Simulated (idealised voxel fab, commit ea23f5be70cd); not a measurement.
Module name: voxel spacer lines (process module)
Each square cell in cross-section cut measures 5 nm, and the section as a whole is 230 nm wide.
Format of a cross-section: grid, square cells. Given as bands. Order: top down. Band: one or more rows of cells.
First you get the band's top height and its bottom height, in nm, and then the materials it's made of, left to right, with each width in nm. If you see a single material with "all across", that one covers the band edge to edge. "blank" is empty space.
Beneath 0, the wafer as received is one material, and that level is where height counting begins. The lowest band goes on downward without a bottom; it is written like "from 0 down".
The expression "30 to 40" gives the width at the extremes of the band, the first number at its top row of cells and the second at its bottom row, with the width changing by equal amounts from each row to the next in between.
No cell of the cross-section changed in a step that is given as "left unchanged".
"Fully sealed cavities" means: voids of 8 cells or more that are shut off from the top with no open way through. Written width x height at distance, distance from the left edge, in nm.
Where a step's line continues beyond its settings, the continuation is a remark by the simulator itself on that step.
overlay nm: where the mask lay relative to plan, measured to the right, on steps with a mask; negatives go left.

Set out below are the planned steps of the process
1: RECEIVE, material Si
2: CONFORMAL_DEP, material SiO2, thk nm 5
3: DIRECTIONAL_DEP, material polySi, thk nm 10
4: DIRECTIONAL_DEP, material aC, thk nm 20
5: PATTERN, tone cover, mask id MANDREL, material resist, width nm 20, pitch nm 70, thk nm 25, overlay nm 0
6: DIRECTIONAL_ETCH, etch materials aC, depth nm 20
7: STRIP, etch materials resist
8: CONFORMAL_DEP, material SiN, thk nm 15
9: DIRECTIONAL_ETCH, etch materials SiN, depth nm 15
10: STRIP, etch materials aC
11: DIRECTIONAL_ETCH, etch materials polySi, depth nm 10
12: STRIP, etch materials SiN
13: FILL_DEP, material lowk, thk nm 10
14: CMP, height nm 15

Below: the first of two wafers, run as planned

Wafer cross-section on receipt, i.e. after step 1
    from 0 down | Si all across
    Fully sealed cavities: none

Wafer after step 2 (cross-section)
    from 5 to 0 | SiO2 all across
    Anything lower than 0 is untouched.

Wafer after step 3 (cross-section)
    from 15 to 5 | polySi all across
    Anything lower than 5 is untouched.

Wafer after step 4 (cross-section)
    from 35 to 15 | aC all across
    Anything lower than 15 is untouched.

Wafer after step 5 (cross-section)
    from 60 to 35 | blank=70; resist=20; blank=50; resist=20; blank=70
    Anything lower than 35 is untouched.

Wafer after step 6 (cross-section)
    from 40 to 35 | blank=70; resist=20; blank=50; resist=20; blank=70
    from 35 to 15 | blank=70; aC=20; blank=50; aC=20; blank=70
    Anything lower than 15 is untouched.

Wafer after step 7 (cross-section)
    from 35 to 15 | blank=70; aC=20; blank=50; aC=20; blank=70
    Anything lower than 15 is untouched.

Wafer after step 8 (cross-section)
    from 50 to 35 | blank=55; SiN=50; blank=20; SiN=50; blank=55
    from 35 to 30 | blank=55; SiN=15; aC=20; SiN=15; blank=20; SiN=15; aC=20; SiN=15; blank=55
    from 30 to 15 | SiN=70; aC=20; SiN=50; aC=20; SiN=70
    Anything lower than 15 is untouched.

Wafer after step 9 (cross-section)
    from 35 to 15 | blank=55; SiN=15; aC=20; SiN=15; blank=20; SiN=15; aC=20; SiN=15; blank=55
    Anything lower than 15 is untouched.

Wafer after step 10 (cross-section)
    from 35 to 15 | blank=55; SiN=15; blank=20; SiN=15; blank=20; SiN=15; blank=20; SiN=15; blank=55
    Anything lower than 15 is untouched.

Wafer after step 11 (cross-section)
    from 35 to 15 | blank=55; SiN=15; blank=20; SiN=15; blank=20; SiN=15; blank=20; SiN=15; blank=55
    from 15 to 5 | blank=55; polySi=15; blank=20; polySi=15; blank=20; polySi=15; blank=20; polySi=15; blank=55
    Anything lower than 5 is untouched.

Wafer after step 12 (cross-section)
    from 15 to 5 | blank=55; polySi=15; blank=20; polySi=15; blank=20; polySi=15; blank=20; polySi=15; blank=55
    Anything lower than 5 is untouched.

Wafer after step 13 (cross-section)
    from 25 to 15 | lowk all across
    from 15 to 5 | lowk=55; polySi=15; lowk=20; polySi=15; lowk=20; polySi=15; lowk=20; polySi=15; lowk=55
    Anything lower than 5 is untouched.

Wafer after step 14 (cross-section)
    from 15 to 5 | lowk=55; polySi=15; lowk=20; polySi=15; lowk=20; polySi=15; lowk=20; polySi=15; lowk=55
    Anything lower than 5 is untouched.

Okay, second wafer. Nothing different at the start, nothing different in the plan, just one mistake somewhere in the running. As far as step 1, counting that step, it's the first wafer all over again

Second wafer, section view, time point: scheduled end of step 2
    from 5 to 0 | lowk all across
    Anything lower than 0 is untouched.

Second wafer, section view, time point: scheduled end of step 3
    from 15 to 5 | polySi all across
    Anything lower than 5 is untouched.

Second wafer, section view, time point: scheduled end of step 4
    from 35 to 15 | aC all across
    Anything lower than 15 is untouched.

Second wafer, section view, time point: scheduled end of step 5
    from 60 to 35 | blank=70; resist=20; blank=50; resist=20; blank=70
    Anything lower than 35 is untouched.

Second wafer, section view, time point: scheduled end of step 6
    from 40 to 35 | blank=70; resist=20; blank=50; resist=20; blank=70
    from 35 to 15 | blank=70; aC=20; blank=50; aC=20; blank=70
    Anything lower than 15 is untouched.

Second wafer, section view, time point: scheduled end of step 7
    from 35 to 15 | blank=70; aC=20; blank=50; aC=20; blank=70
    Anything lower than 15 is untouched.

Second wafer, section view, time point: scheduled end of step 8
    from 50 to 35 | blank=55; SiN=50; blank=20; SiN=50; blank=55
    from 35 to 30 | blank=55; SiN=15; aC=20; SiN=15; blank=20; SiN=15; aC=20; SiN=15; blank=55
    from 30 to 15 | SiN=70; aC=20; SiN=50; aC=20; SiN=70
    Anything lower than 15 is untouched.

Second wafer, section view, time point: scheduled end of step 9
    from 35 to 15 | blank=55; SiN=15; aC=20; SiN=15; blank=20; SiN=15; aC=20; SiN=15; blank=55
    Anything lower than 15 is untouched.

Second wafer, section view, time point: scheduled end of step 10
    from 35 to 15 | blank=55; SiN=15; blank=20; SiN=15; blank=20; SiN=15; blank=20; SiN=15; blank=55
    Anything lower than 15 is untouched.

Second wafer, section view, time point: scheduled end of step 11
    from 35 to 15 | blank=55; SiN=15; blank=20; SiN=15; blank=20; SiN=15; blank=20; SiN=15; blank=55
    from 15 to 5 | blank=55; polySi=15; blank=20; polySi=15; blank=20; polySi=15; blank=20; polySi=15; blank=55
    Anything lower than 5 is untouched.

Second wafer, section view, time point: scheduled end of step 12
    from 15 to 5 | blank=55; polySi=15; blank=20; polySi=15; blank=20; polySi=15; blank=20; polySi=15; blank=55
    Anything lower than 5 is untouched.

Second wafer, section view, time point: scheduled end of step 13
    from 25 to 15 | lowk all across
    from 15 to 5 | lowk=55; polySi=15; lowk=20; polySi=15; lowk=20; polySi=15; lowk=20; polySi=15; lowk=55
    Anything lower than 5 is untouched.

Second wafer, section view, time point: scheduled end of step 14
    from 15 to 5 | lowk=55; polySi=15; lowk=20; polySi=15; lowk=20; polySi=15; lowk=20; polySi=15; lowk=55
    Anything lower than 5 is untouched.
What was done differently from what was planned? step 2 was run on a setting that differed from the plan, and what really ran there is CONFORMAL_DEP, material lowk, thk nm 5
End check, counted in cells, second wafer has more or fewer of these materials than the first: 46 fewer of SiO2 | 46 more of lowk
